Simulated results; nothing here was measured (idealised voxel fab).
process module | voxel capacitor over wiring
FYI the section here is cut, 215 nm wide, cells are 5 nm squares.
We lay out every cross-section as a grid of square cells and spell it out in bands from the top down, where one band means one or more rows of cells.
Band: top and bottom heights (nm) first, top before bottom; then materials from left to right, widths in nm. "throughout" marks a sole material filling the band edge to edge. "air" denotes empty space.
We count height from 0. Below that, the starting wafer is all one material. The lowest band never ends at the bottom but goes on down; see "0 nm and below" for how that is written.
Per-row width for "30..40": begins at first number (top row of band), ends at second number (bottom row), increment between rows held constant.
For the purposes of this document, the phrase "no alterations made" attached to a step denotes that no cell within the cross-section was modified by that step.
Closed empty spaces (no open way to the top) of 8 cells or more are what "Sealed-off cavities" lists, each as width x height at distance from the left edge, nm for all three.
On each step's line, the part that comes after the settings is the simulator's own comment on the step.
The optional step-line setting "overlay nm" applies to steps with a mask and quantifies how far to the right of its planned location the mask lay, a negative value indicating leftward placement.

**This section lists the process steps that were planned**
1: RECEIVE [material Si]
2: CONFORMAL_DEP [material SiO2] [thk nm 15]
3: CONFORMAL_DEP [material SiN] [thk nm 5]
4: DIRECTIONAL_DEP [material lowk] [thk nm 25]
5: DIRECTIONAL_DEP [material aC] [thk nm 10]
6: PATTERN [tone open] [mask id METAL_1] [material resist] [width nm 25] [pitch nm 75] [thk nm 30] [overlay nm 0]
7: DIRECTIONAL_ETCH [etch materials aC] [depth nm 10]
8: STRIP [etch materials resist]
9: DIRECTIONAL_ETCH [etch materials lowk] [depth nm 25]
10: DIRECTIONAL_ETCH [etch materials SiN] [depth nm 5]
11: STRIP [etch materials aC]
12: CONFORMAL_DEP [material TiN] [thk nm 5]
13: FILL_DEP [material W] [thk nm 10]
14: CMP [height nm 45]
15: EPI [material Ru] [thk nm 5]
16: FILL_DEP [material SiCN] [thk nm 5]
17: DIRECTIONAL_DEP [material SiO2] [thk nm 20]
18: PATTERN [tone open] [mask id PLUG_1] [material resist] [width nm 15] [thk nm 20] [overlay nm 0]
19: DIRECTIONAL_ETCH [etch materials SiO2] [depth nm 20]
20: DIRECTIONAL_ETCH [etch materials SiCN] [depth nm 5]
21: STRIP [etch materials resist]
22: CONFORMAL_DEP [material TiN] [thk nm 5]
23: FILL_DEP [material Cu] [thk nm 5]
24: CMP [height nm 75]
25: DIRECTIONAL_DEP [material TiN] [thk nm 10]
26: DIRECTIONAL_DEP [material HfO2] [thk nm 5]
27: DIRECTIONAL_DEP [material TiN] [thk nm 10]
28: MASKED_ETCH [tone cover] [mask id UPPER_PLATE] [width nm 55] [etch materials TiN] [depth nm 10] [overlay nm 0]
29: MASKED_ETCH [tone cover] [mask id UPPER_PLATE] [width nm 55] [etch materials HfO2] [depth nm 5] [overlay nm 0]
30: PATTERN [tone cover] [mask id LOWER_PLATE] [material resist] [width nm 65] [thk nm 20] [overlay nm 0]
31: DIRECTIONAL_ETCH [etch materials TiN] [depth nm 10]
32: STRIP [etch materials resist]
33: FILL_DEP [material SiO2] [thk nm 15]
34: CMP [height nm 110]
35: MASKED_ETCH [tone open] [mask id PLUG_2] [width nm 15] [etch materials SiO2] [depth nm 10] [overlay nm 0]
36: CONFORMAL_DEP [material TiN] [thk nm 5]
37: FILL_DEP [material Ru] [thk nm 10]
38: CMP [height nm 110]
39: CONFORMAL_DEP [material SiN] [thk nm 5]

**First of two wafers, with the run carried out as planned**

**as received, after step 1**
0 nm and below: Si throughout
Sealed-off cavities: none

**Step 2 complete: cross-section through the wafer**
15 nm to 0 nm: SiO2 throughout
Everything under 0 stays put, no change at all.

**Step 3 complete: cross-section through the wafer**
20 nm to 15 nm: SiN throughout
Everything under 15 stays put, no change at all.

**Step 4 complete: cross-section through the wafer**
45 nm to 20 nm: lowk throughout
Everything under 20 stays put, no change at all.

**Step 5 complete: cross-section through the wafer**
55 nm to 45 nm: aC throughout
Everything under 45 stays put, no change at all.

**Step 6 complete: cross-section through the wafer**
85 nm to 55 nm: 55 of resist / 25 of air / 50 of resist / 25 of air / 60 of resist
Everything under 55 stays put, no change at all.

**Step 7 complete: cross-section through the wafer**
75 nm to 55 nm: 55 of resist / 25 of air / 50 of resist / 25 of air / 60 of resist
55 nm to 45 nm: 55 of aC / 25 of air / 50 of aC / 25 of air / 60 of aC
Everything under 45 stays put, no change at all.

**Step 8 complete: cross-section through the wafer**
55 nm to 45 nm: 55 of aC / 25 of air / 50 of aC / 25 of air / 60 of aC
Everything under 45 stays put, no change at all.

**Step 9 complete: cross-section through the wafer**
55 nm to 45 nm: 55 of aC / 25 of air / 50 of aC / 25 of air / 60 of aC
45 nm to 20 nm: 55 of lowk / 25 of air / 50 of lowk / 25 of air / 60 of lowk
Everything under 20 stays put, no change at all.

**Step 10 complete: cross-section through the wafer**
55 nm to 45 nm: 55 of aC / 25 of air / 50 of aC / 25 of air / 60 of aC
45 nm to 20 nm: 55 of lowk / 25 of air / 50 of lowk / 25 of air / 60 of lowk
20 nm to 15 nm: 55 of SiN / 25 of air / 50 of SiN / 25 of air / 60 of SiN
Everything under 15 stays put, no change at all.

**Step 11 complete: cross-section through the wafer**
45 nm to 20 nm: 55 of lowk / 25 of air / 50 of lowk / 25 of air / 60 of lowk
Everything under 20 stays put, no change at all.

**Step 12 complete: cross-section through the wafer**
50 nm to 45 nm: 60 of TiN / 15 of air / 60 of TiN / 15 of air / 65 of TiN
45 nm to 20 nm: 55 of lowk / 5 of TiN / 15 of air / 5 of TiN / 50 of lowk / 5 of TiN / 15 of air / 5 of TiN / 60 of lowk
20 nm to 15 nm: 55 of SiN / 25 of TiN / 50 of SiN / 25 of TiN / 60 of SiN
Everything under 15 stays put, no change at all.

**Step 13 complete: cross-section through the wafer**
60 nm to 50 nm: W throughout
50 nm to 45 nm: 60 of TiN / 15 of W / 60 of TiN / 15 of W / 65 of TiN
45 nm to 20 nm: 55 of lowk / 5 of TiN / 15 of W / 5 of TiN / 50 of lowk / 5 of TiN / 15 of W / 5 of TiN / 60 of lowk
Everything under 20 stays put, no change at all.

**Step 14 complete: cross-section through the wafer**
45 nm to 20 nm: 55 of lowk / 5 of TiN / 15 of W / 5 of TiN / 50 of lowk / 5 of TiN / 15 of W / 5 of TiN / 60 of lowk
Everything under 20 stays put, no change at all.

**Step 15 complete: cross-section through the wafer**
50 nm to 45 nm: 50 of air / 35 of Ru / 40 of air / 35 of Ru / 55 of air
Everything under 45 stays put, no change at all.

**Step 16 complete: cross-section through the wafer**
55 nm to 50 nm: SiCN throughout
50 nm to 45 nm: 50 of SiCN / 35 of Ru / 40 of SiCN / 35 of Ru / 55 of SiCN
Everything under 45 stays put, no change at all.

**Step 17 complete: cross-section through the wafer**
75 nm to 55 nm: SiO2 throughout
Everything under 55 stays put, no change at all.

**Step 18 complete: cross-section through the wafer**
95 nm to 75 nm: 65 of resist / 15 of air / 135 of resist
Everything under 75 stays put, no change at all.

**Step 19 complete: cross-section through the wafer**
95 nm to 75 nm: 65 of resist / 15 of air / 135 of resist
75 nm to 55 nm: 65 of SiO2 / 15 of air / 135 of SiO2
Everything under 55 stays put, no change at all.

**Step 20 complete: cross-section through the wafer**
95 nm to 75 nm: 65 of resist / 15 of air / 135 of resist
75 nm to 55 nm: 65 of SiO2 / 15 of air / 135 of SiO2
55 nm to 50 nm: 65 of SiCN / 15 of air / 135 of SiCN
Everything under 50 stays put, no change at all.

**Step 21 complete: cross-section through the wafer**
75 nm to 55 nm: 65 of SiO2 / 15 of air / 135 of SiO2
Everything under 55 stays put, no change at all.

**Step 22 complete: cross-section through the wafer**
80 nm to 75 nm: 70 of TiN / 5 of air / 140 of TiN
75 nm to 55 nm: 65 of SiO2 / 5 of TiN / 5 of air / 5 of TiN / 135 of SiO2
55 nm to 50 nm: 65 of SiCN / 15 of TiN / 135 of SiCN
Everything under 50 stays put, no change at all.

**Step 23 complete: cross-section through the wafer**
85 nm to 80 nm: Cu throughout
80 nm to 75 nm: 70 of TiN / 5 of Cu / 140 of TiN
75 nm to 55 nm: 65 of SiO2 / 5 of TiN / 5 of Cu / 5 of TiN / 135 of SiO2
Everything under 55 stays put, no change at all.

**Step 24 complete: cross-section through the wafer**
75 nm to 55 nm: 65 of SiO2 / 5 of TiN / 5 of Cu / 5 of TiN / 135 of SiO2
Everything under 55 stays put, no change at all.

**Step 25 complete: cross-section through the wafer**
85 nm to 75 nm: TiN throughout
Everything under 75 stays put, no change at all.

**Step 26 complete: cross-section through the wafer**
90 nm to 85 nm: HfO2 throughout
Everything under 85 stays put, no change at all.

**Step 27 complete: cross-section through the wafer**
100 nm to 90 nm: TiN throughout
Everything under 90 stays put, no change at all.

**Step 28 complete: cross-section through the wafer**
100 nm to 90 nm: 65 of air / 55 of TiN / 95 of air
Everything under 90 stays put, no change at all.

**Step 29 complete: cross-section through the wafer**
100 nm to 90 nm: 65 of air / 55 of TiN / 95 of air
90 nm to 85 nm: 65 of air / 55 of HfO2 / 95 of air
Everything under 85 stays put, no change at all.

**Step 30 complete: cross-section through the wafer**
120 nm to 100 nm: 60 of air / 65 of resist / 90 of air
100 nm to 90 nm: 60 of air / 5 of resist / 55 of TiN / 5 of resist / 90 of air
90 nm to 85 nm: 60 of air / 5 of resist / 55 of HfO2 / 5 of resist / 90 of air
Everything under 85 stays put, no change at all.

**Step 31 complete: cross-section through the wafer**
120 nm to 100 nm: 60 of air / 65 of resist / 90 of air
100 nm to 90 nm: 60 of air / 5 of resist / 55 of TiN / 5 of resist / 90 of air
90 nm to 85 nm: 60 of air / 5 of resist / 55 of HfO2 / 5 of resist / 90 of air
85 nm to 75 nm: 60 of air / 65 of TiN / 90 of air
Everything under 75 stays put, no change at all.

**Step 32 complete: cross-section through the wafer**
100 nm to 90 nm: 65 of air / 55 of TiN / 95 of air
90 nm to 85 nm: 65 of air / 55 of HfO2 / 95 of air
Everything under 85 stays put, no change at all.

**Step 33 complete: cross-section through the wafer**
115 nm to 100 nm: SiO2 throughout
100 nm to 90 nm: 65 of SiO2 / 55 of TiN / 95 of SiO2
90 nm to 85 nm: 65 of SiO2 / 55 of HfO2 / 95 of SiO2
85 nm to 75 nm: 60 of SiO2 / 65 of TiN / 90 of SiO2
Everything under 75 stays put, no change at all.

**Step 34 complete: cross-section through the wafer**
110 nm to 100 nm: SiO2 throughout
Everything under 100 stays put, no change at all.

**Step 35 complete: cross-section through the wafer**
110 nm to 100 nm: 75 of SiO2 / 15 of air / 125 of SiO2
Everything under 100 stays put, no change at all.

**Step 36 complete: cross-section through the wafer**
115 nm to 110 nm: 80 of TiN / 5 of air / 130 of TiN
110 nm to 105 nm: 75 of SiO2 / 5 of TiN / 5 of air / 5 of TiN / 125 of SiO2
105 nm to 100 nm: 75 of SiO2 / 15 of TiN / 125 of SiO2
Everything under 100 stays put, no change at all.

**Step 37 complete: cross-section through the wafer**
125 nm to 115 nm: Ru throughout
115 nm to 110 nm: 80 of TiN / 5 of Ru / 130 of TiN
110 nm to 105 nm: 75 of SiO2 / 5 of TiN / 5 of Ru / 5 of TiN / 125 of SiO2
Everything under 105 stays put, no change at all.

**Step 38 complete: cross-section through the wafer**
110 nm to 105 nm: 75 of SiO2 / 5 of TiN / 5 of Ru / 5 of TiN / 125 of SiO2
Everything under 105 stays put, no change at all.

**Step 39 complete: cross-section through the wafer**
115 nm to 110 nm: SiN throughout
Everything under 110 stays put, no change at all.

**Companion wafer, the second of two: same beginning, same intended sequence, one mistake in carrying it out; through step 2 inclusive it tracks the first exactly**

Cross-section of the second wafer at the time step 3 of the plan should have ended: no alterations made

**Cross-section of the second wafer at the time step 4 of the plan should have ended**
40 nm to 15 nm: lowk throughout
Everything under 15 stays put, no change at all.

**Cross-section of the second wafer at the time step 5 of the plan should have ended**
50 nm to 40 nm: aC throughout
Everything under 40 stays put, no change at all.

**Cross-section of the second wafer at the time step 6 of the plan should have ended**
80 nm to 50 nm: 55 of resist / 25 of air / 50 of resist / 25 of air / 60 of resist
Everything under 50 stays put, no change at all.

**Cross-section of the second wafer at the time step 7 of the plan should have ended**
70 nm to 50 nm: 55 of resist / 25 of air / 50 of resist / 25 of air / 60 of resist
50 nm to 40 nm: 55 of aC / 25 of air / 50 of aC / 25 of air / 60 of aC
Everything under 40 stays put, no change at all.

**Cross-section of the second wafer at the time step 8 of the plan should have ended**
50 nm to 40 nm: 55 of aC / 25 of air / 50 of aC / 25 of air / 60 of aC
Everything under 40 stays put, no change at all.

**Cross-section of the second wafer at the time step 9 of the plan should have ended**
50 nm to 40 nm: 55 of aC / 25 of air / 50 of aC / 25 of air / 60 of aC
40 nm to 15 nm: 55 of lowk / 25 of air / 50 of lowk / 25 of air / 60 of lowk
Everything under 15 stays put, no change at all.

Cross-section of the second wafer at the time step 10 of the plan should have ended: no alterations made

**Cross-section of the second wafer at the time step 11 of the plan should have ended**
40 nm to 15 nm: 55 of lowk / 25 of air / 50 of lowk / 25 of air / 60 of lowk
Everything under 15 stays put, no change at all.

**Cross-section of the second wafer at the time step 12 of the plan should have ended**
45 nm to 40 nm: 60 of TiN / 15 of air / 60 of TiN / 15 of air / 65 of TiN
40 nm to 20 nm: 55 of lowk / 5 of TiN / 15 of air / 5 of TiN / 50 of lowk / 5 of TiN / 15 of air / 5 of TiN / 60 of lowk
20 nm to 15 nm: 55 of lowk / 25 of TiN / 50 of lowk / 25 of TiN / 60 of lowk
Everything under 15 stays put, no change at all.

**Cross-section of the second wafer at the time step 13 of the plan should have ended**
55 nm to 45 nm: W throughout
45 nm to 40 nm: 60 of TiN / 15 of W / 60 of TiN / 15 of W / 65 of TiN
40 nm to 20 nm: 55 of lowk / 5 of TiN / 15 of W / 5 of TiN / 50 of lowk / 5 of TiN / 15 of W / 5 of TiN / 60 of lowk
Everything under 20 stays put, no change at all.

**Cross-section of the second wafer at the time step 14 of the plan should have ended**
45 nm to 40 nm: 60 of TiN / 15 of W / 60 of TiN / 15 of W / 65 of TiN
Everything under 40 stays put, no change at all.

**Cross-section of the second wafer at the time step 15 of the plan should have ended**
50 nm to 45 nm: Ru throughout
Everything under 45 stays put, no change at all.

**Cross-section of the second wafer at the time step 16 of the plan should have ended**
55 nm to 50 nm: SiCN throughout
Everything under 50 stays put, no change at all.

**Cross-section of the second wafer at the time step 17 of the plan should have ended**
75 nm to 55 nm: SiO2 throughout
Everything under 55 stays put, no change at all.

**Cross-section of the second wafer at the time step 18 of the plan should have ended**
95 nm to 75 nm: 65 of resist / 15 of air / 135 of resist
Everything under 75 stays put, no change at all.

**Cross-section of the second wafer at the time step 19 of the plan should have ended**
95 nm to 75 nm: 65 of resist / 15 of air / 135 of resist
75 nm to 55 nm: 65 of SiO2 / 15 of air / 135 of SiO2
Everything under 55 stays put, no change at all.

**Cross-section of the second wafer at the time step 20 of the plan should have ended**
95 nm to 75 nm: 65 of resist / 15 of air / 135 of resist
75 nm to 55 nm: 65 of SiO2 / 15 of air / 135 of SiO2
55 nm to 50 nm: 65 of SiCN / 15 of air / 135 of SiCN
Everything under 50 stays put, no change at all.

**Cross-section of the second wafer at the time step 21 of the plan should have ended**
75 nm to 55 nm: 65 of SiO2 / 15 of air / 135 of SiO2
Everything under 55 stays put, no change at all.

**Cross-section of the second wafer at the time step 22 of the plan should have ended**
80 nm to 75 nm: 70 of TiN / 5 of air / 140 of TiN
75 nm to 55 nm: 65 of SiO2 / 5 of TiN / 5 of air / 5 of TiN / 135 of SiO2
55 nm to 50 nm: 65 of SiCN / 15 of TiN / 135 of SiCN
Everything under 50 stays put, no change at all.

**Cross-section of the second wafer at the time step 23 of the plan should have ended**
85 nm to 80 nm: Cu throughout
80 nm to 75 nm: 70 of TiN / 5 of Cu / 140 of TiN
75 nm to 55 nm: 65 of SiO2 / 5 of TiN / 5 of Cu / 5 of TiN / 135 of SiO2
Everything under 55 stays put, no change at all.

**Cross-section of the second wafer at the time step 24 of the plan should have ended**
75 nm to 55 nm: 65 of SiO2 / 5 of TiN / 5 of Cu / 5 of TiN / 135 of SiO2
Everything under 55 stays put, no change at all.

**Cross-section of the second wafer at the time step 25 of the plan should have ended**
85 nm to 75 nm: TiN throughout
Everything under 75 stays put, no change at all.

**Cross-section of the second wafer at the time step 26 of the plan should have ended**
90 nm to 85 nm: HfO2 throughout
Everything under 85 stays put, no change at all.

**Cross-section of the second wafer at the time step 27 of the plan should have ended**
100 nm to 90 nm: TiN throughout
Everything under 90 stays put, no change at all.

**Cross-section of the second wafer at the time step 28 of the plan should have ended**
100 nm to 90 nm: 65 of air / 55 of TiN / 95 of air
Everything under 90 stays put, no change at all.

**Cross-section of the second wafer at the time step 29 of the plan should have ended**
100 nm to 90 nm: 65 of air / 55 of TiN / 95 of air
90 nm to 85 nm: 65 of air / 55 of HfO2 / 95 of air
Everything under 85 stays put, no change at all.

**Cross-section of the second wafer at the time step 30 of the plan should have ended**
120 nm to 100 nm: 60 of air / 65 of resist / 90 of air
100 nm to 90 nm: 60 of air / 5 of resist / 55 of TiN / 5 of resist / 90 of air
90 nm to 85 nm: 60 of air / 5 of resist / 55 of HfO2 / 5 of resist / 90 of air
Everything under 85 stays put, no change at all.

**Cross-section of the second wafer at the time step 31 of the plan should have ended**
120 nm to 100 nm: 60 of air / 65 of resist / 90 of air
100 nm to 90 nm: 60 of air / 5 of resist / 55 of TiN / 5 of resist / 90 of air
90 nm to 85 nm: 60 of air / 5 of resist / 55 of HfO2 / 5 of resist / 90 of air
85 nm to 75 nm: 60 of air / 65 of TiN / 90 of air
Everything under 75 stays put, no change at all.

**Cross-section of the second wafer at the time step 32 of the plan should have ended**
100 nm to 90 nm: 65 of air / 55 of TiN / 95 of air
90 nm to 85 nm: 65 of air / 55 of HfO2 / 95 of air
Everything under 85 stays put, no change at all.

**Cross-section of the second wafer at the time step 33 of the plan should have ended**
115 nm to 100 nm: SiO2 throughout
100 nm to 90 nm: 65 of SiO2 / 55 of TiN / 95 of SiO2
90 nm to 85 nm: 65 of SiO2 / 55 of HfO2 / 95 of SiO2
85 nm to 75 nm: 60 of SiO2 / 65 of TiN / 90 of SiO2
Everything under 75 stays put, no change at all.

**Cross-section of the second wafer at the time step 34 of the plan should have ended**
110 nm to 100 nm: SiO2 throughout
Everything under 100 stays put, no change at all.

**Cross-section of the second wafer at the time step 35 of the plan should have ended**
110 nm to 100 nm: 75 of SiO2 / 15 of air / 125 of SiO2
Everything under 100 stays put, no change at all.

**Cross-section of the second wafer at the time step 36 of the plan should have ended**
115 nm to 110 nm: 80 of TiN / 5 of air / 130 of TiN
110 nm to 105 nm: 75 of SiO2 / 5 of TiN / 5 of air / 5 of TiN / 125 of SiO2
105 nm to 100 nm: 75 of SiO2 / 15 of TiN / 125 of SiO2
Everything under 100 stays put, no change at all.

**Cross-section of the second wafer at the time step 37 of the plan should have ended**
125 nm to 115 nm: Ru throughout
115 nm to 110 nm: 80 of TiN / 5 of Ru / 130 of TiN
110 nm to 105 nm: 75 of SiO2 / 5 of TiN / 5 of Ru / 5 of TiN / 125 of SiO2
Everything under 105 stays put, no change at all.

**Cross-section of the second wafer at the time step 38 of the plan should have ended**
110 nm to 105 nm: 75 of SiO2 / 5 of TiN / 5 of Ru / 5 of TiN / 125 of SiO2
Everything under 105 stays put, no change at all.

**Cross-section of the second wafer at the time step 39 of the plan should have ended**
115 nm to 110 nm: SiN throughout
Everything under 110 stays put, no change at all.
What went wrong in running the wafer? step 3 in the plan did not get run; it was skipped
Once processing is complete, comparing cell counts shows that the second wafer has more or fewer of certain materials than the first: 29 more of Ru, 29 fewer of SiCN, 33 fewer of SiN, 33 more of TiN
